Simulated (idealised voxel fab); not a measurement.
Herein follows the process module entitled voxel lift off.
Xsec cut, 170 nm wide, square cell size 5 nm.
In this document a cross-section is written as a grid of square cells. It is given as a series of bands, listed from the top down, and a band is one or more rows of cells.
Within each band entry, the heights of the top and of the bottom of the band appear first, in that order and in nm; the materials of the band then follow from left to right, each with its corresponding width in nm. The designation "edge to edge" on a single material indicates that it fills the band from edge to edge; the designation "air" indicates empty space.
Beneath 0, the wafer as received is one material, and that level is where height counting begins. The lowest band goes on downward without a bottom; it is written like "0 -> down".
A two-number width, for instance "30..40", indicates that the width is equal to the first number in the top row of the band and to the second number in the bottom row, and that it changes by a constant amount per row of cells.
Any step labelled "changes: none" changed none of the cells in the cross-section.
Closed-off voids of 8+ cells (no open route to the top) go in "Voids, fully enclosed", written width x height at distance from the left edge, in nm.
Text after the settings on a step's line: the simulator's own remark on that step.
What "overlay nm" on a step's line means: if the step has a mask, that mask lay this far to the right of its planned place, or, when the value is negative, to the left.
Process steps (planned):
1,RECEIVE (material Si)
2,CONFORMAL_DEP (material Al2O3; thk nm 15)
3,PATTERN (tone open; mask id LINES; material resist; width nm 25; pitch nm 50; thk nm 30; overlay nm 0)
4,DIRECTIONAL_DEP (material Ru; thk nm 15)
5,STRIP (etch materials resist)
6,CONFORMAL_DEP (material SiN; thk nm 5)
Here's what the wafer looked like in cross-section when it arrived - that's after step 1:
> 0 -> down = Si edge to edge
> Voids, fully enclosed: none
Below is the wafer in cross-section after the module was completed. It began from the starting point shown above and followed the plan shown above, except that one mistake was made while running it:
> 20 -> 15 = SiN edge to edge
> 15 -> 0 = Al2O3 edge to edge
> 0 -> down = Si edge to edge
> Voids, fully enclosed: none
Heads up, the wafer didn't run the way we planned it: step 4 of the plan was bypassed and not carried out
